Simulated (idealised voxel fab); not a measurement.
Title: Process Module voxel lift off
cross-section cut | 260 nm wide | cells 5 nm
A cross-section in this document is a grid of square cells, and it is written down as bands, the top band listed before the ones below it; a band is made up of one or more rows of cells.
Each band's line starts with the height of the band's top and of its bottom, in nm. Then come its materials from left to right, each with its width in nm. One material with "edge to edge" fills the band from edge to edge. "air" is empty space.
Zero point of the height axis is 0; under it, received wafer = one material. Lowest band: continues down indefinitely, "0..down".
Quick explanation for "30..40": the width changes in equal steps down the rows of cells, from the first number in the band's top row to the second number in its bottom row.
Step marked "all unchanged"? Then no cell in the cross-section changed in it.
Heads up: "Enclosed cavity list" only lists the empty pockets with no open path to the top that are 8 cells or more, and it writes them as width x height at distance, distance from the left edge, in nm.
Anything after a step's settings on that line? It's the simulator's own note about the step.
The line of a step may include "overlay nm". On a step with a mask, this value is how far to the right of its planned place the mask lay. A negative value means the mask lay to the left.
Here's what the planned process steps look like:
step 1: RECEIVE | material Si
step 2: CONFORMAL_DEP | material SiO2 | thk nm 15
step 3: PATTERN | tone open | mask id LINES | material resist | width nm 15 | pitch nm 45 | thk nm 30 | overlay nm 0
step 4: DIRECTIONAL_DEP | material Ru | thk nm 15
step 5: STRIP | etch materials resist
step 6: CONFORMAL_DEP | material SiN | thk nm 5
The first of the two wafers, which ran as planned:
So this is the incoming wafer in cross-section - it's already been through step 1:
  0..down | Si edge to edge
  Enclosed cavity list: none
Once step 2 is through, the wafer looks like this in cross-section:
  15..0 | SiO2 edge to edge
  Whatever lies below 0 is exactly as it was before.
Once step 3 is through, the wafer looks like this in cross-section:
  45..15 | resist=100 / air=15 / resist=30 / air=15 / resist=100
  Whatever lies below 15 is exactly as it was before.
Once step 4 is through, the wafer looks like this in cross-section:
  60..45 | Ru=100 / air=15 / Ru=30 / air=15 / Ru=100
  45..30 | resist=100 / air=15 / resist=30 / air=15 / resist=100
  30..15 | resist=100 / Ru=15 / resist=30 / Ru=15 / resist=100
  Whatever lies below 15 is exactly as it was before.
Once step 5 is through, the wafer looks like this in cross-section:
  30..15 | air=100 / Ru=15 / air=30 / Ru=15 / air=100
  Whatever lies below 15 is exactly as it was before.
Once step 6 is through, the wafer looks like this in cross-section:
  35..30 | air=95 / SiN=25 / air=20 / SiN=25 / air=95
  30..20 | air=95 / SiN=5 / Ru=15 / SiN=5 / air=20 / SiN=5 / Ru=15 / SiN=5 / air=95
  20..15 | SiN=100 / Ru=15 / SiN=30 / Ru=15 / SiN=100
  Whatever lies below 15 is exactly as it was before.
Second of two: same start, same plan, one run error; steps up to and including 1 match the first:
The second wafer in cross-section, at the planned close of step 2:
  30..0 | SiO2 edge to edge
  Whatever lies below 0 is exactly as it was before.
The second wafer in cross-section, at the planned close of step 3:
  60..30 | resist=100 / air=15 / resist=30 / air=15 / resist=100
  Whatever lies below 30 is exactly as it was before.
The second wafer in cross-section, at the planned close of step 4:
  75..60 | Ru=100 / air=15 / Ru=30 / air=15 / Ru=100
  60..45 | resist=100 / air=15 / resist=30 / air=15 / resist=100
  45..30 | resist=100 / Ru=15 / resist=30 / Ru=15 / resist=100
  Whatever lies below 30 is exactly as it was before.
The second wafer in cross-section, at the planned close of step 5:
  45..30 | air=100 / Ru=15 / air=30 / Ru=15 / air=100
  Whatever lies below 30 is exactly as it was before.
The second wafer in cross-section, at the planned close of step 6:
  50..45 | air=95 / SiN=25 / air=20 / SiN=25 / air=95
  45..35 | air=95 / SiN=5 / Ru=15 / SiN=5 / air=20 / SiN=5 / Ru=15 / SiN=5 / air=95
  35..30 | SiN=100 / Ru=15 / SiN=30 / Ru=15 / SiN=100
  Whatever lies below 30 is exactly as it was before.
Finding, execution versus plan: step 2 of the plan was carried out twice
at the end the second wafer has, in cells: SiO2 +156
